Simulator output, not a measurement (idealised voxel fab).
process module | voxel local oxidation
cross-section cut | 250 nm wide | cells 5 nm
A cross-section is a grid of square cells, given in bands from the top down. A band is one or more rows of cells.
Each band's line starts with the height of the band's top and of its bottom, in nm. Then come its materials from left to right, each with its width in nm. One material with "throughout" fills the band from edge to edge. "air" is empty space.
Height 0 is the level under which the wafer as received is all one material. The lowest band goes on downwards, as in "0 down".
A width such as "30 to 40" changes by the same amount from each row of cells to the next, from the band's top row to its bottom row.
"no change" after a step means that no cell of the cross-section changed.
closed voids: empty space of 8 cells or more with no open way to the top, each as width x height at its distance from the left edge, in nm
after a step's settings: what the simulator itself notes on the step
overlay nm, on a step with a mask: how far to the right of its planned place the mask lay; to the left if negative
plan
1 op RECEIVE | material Si
2 op CONFORMAL_DEP | material SiO2 | thk nm 5
3 op CONFORMAL_DEP | material SiN | thk nm 15
4 op DIRECTIONAL_DEP | material aC | thk nm 15
5 op PATTERN | tone cover | mask id ACTIVE | material resist | width nm 125 | thk nm 35 | overlay nm 0
6 op DIRECTIONAL_ETCH | etch materials aC | depth nm 15
7 op STRIP | etch materials resist
8 op DIRECTIONAL_ETCH | etch materials SiN | depth nm 15
9 op STRIP | etch materials aC
10 op SELECTIVE_ETCH | etch materials SiO2 | depth nm 5
11 op OXIDIZE | depth nm 15
12 op STRIP | etch materials SiN
first wafer, as planned
as received, after step 1
  0 down: Si throughout
  closed voids: none
after step 2
  5 to 0: SiO2 throughout
  below 0: unchanged
after step 3
  20 to 5: SiN throughout
  below 5: unchanged
after step 4
  35 to 20: aC throughout
  below 20: unchanged
after step 5
  70 to 35: air 60 | resist 125 | air 65
  below 35: unchanged
after step 6
  55 to 35: air 60 | resist 125 | air 65
  35 to 20: air 60 | aC 125 | air 65
  below 20: unchanged
after step 7
  35 to 20: air 60 | aC 125 | air 65
  below 20: unchanged
after step 8
  35 to 20: air 60 | aC 125 | air 65
  20 to 5: air 60 | SiN 125 | air 65
  below 5: unchanged
after step 9
  20 to 5: air 60 | SiN 125 | air 65
  below 5: unchanged
after step 10
  20 to 5: air 60 | SiN 125 | air 65
  5 to 0: air 65 | SiO2 115 | air 70
  below 0: unchanged
after step 11
  20 to 5: air 60 | SiN 125 | air 65
  5 to 0: air 65 | SiO2 115 | air 70
  0 to -15: SiO2 80 | Si 85 | SiO2 85
  below -15: unchanged
after step 12
  5 to 0: air 65 | SiO2 115 | air 70
  below 0: unchanged
second wafer: like start, like plan, one mistake. Through step 1 it matches the first wafer
when step 2 should have ended: no change
when step 3 should have ended
  15 to 0: SiN throughout
  below 0: unchanged
when step 4 should have ended
  30 to 15: aC throughout
  below 15: unchanged
when step 5 should have ended
  65 to 30: air 60 | resist 125 | air 65
  below 30: unchanged
when step 6 should have ended
  50 to 30: air 60 | resist 125 | air 65
  30 to 15: air 60 | aC 125 | air 65
  below 15: unchanged
when step 7 should have ended
  30 to 15: air 60 | aC 125 | air 65
  below 15: unchanged
when step 8 should have ended
  30 to 15: air 60 | aC 125 | air 65
  15 to 0: air 60 | SiN 125 | air 65
  below 0: unchanged
when step 9 should have ended
  15 to 0: air 60 | SiN 125 | air 65
  below 0: unchanged
when step 10 should have ended: no change
when step 11 should have ended
  15 to 0: air 60 | SiN 125 | air 65
  0 to -15: SiO2 75 | Si 95 | SiO2 80
  below -15: unchanged
when step 12 should have ended
  0 to -15: SiO2 75 | Si 95 | SiO2 80
  below -15: unchanged
what went wrong: step 2 was left out
at the end the second wafer has, in cells: 6 more of Si | 29 fewer of SiO2
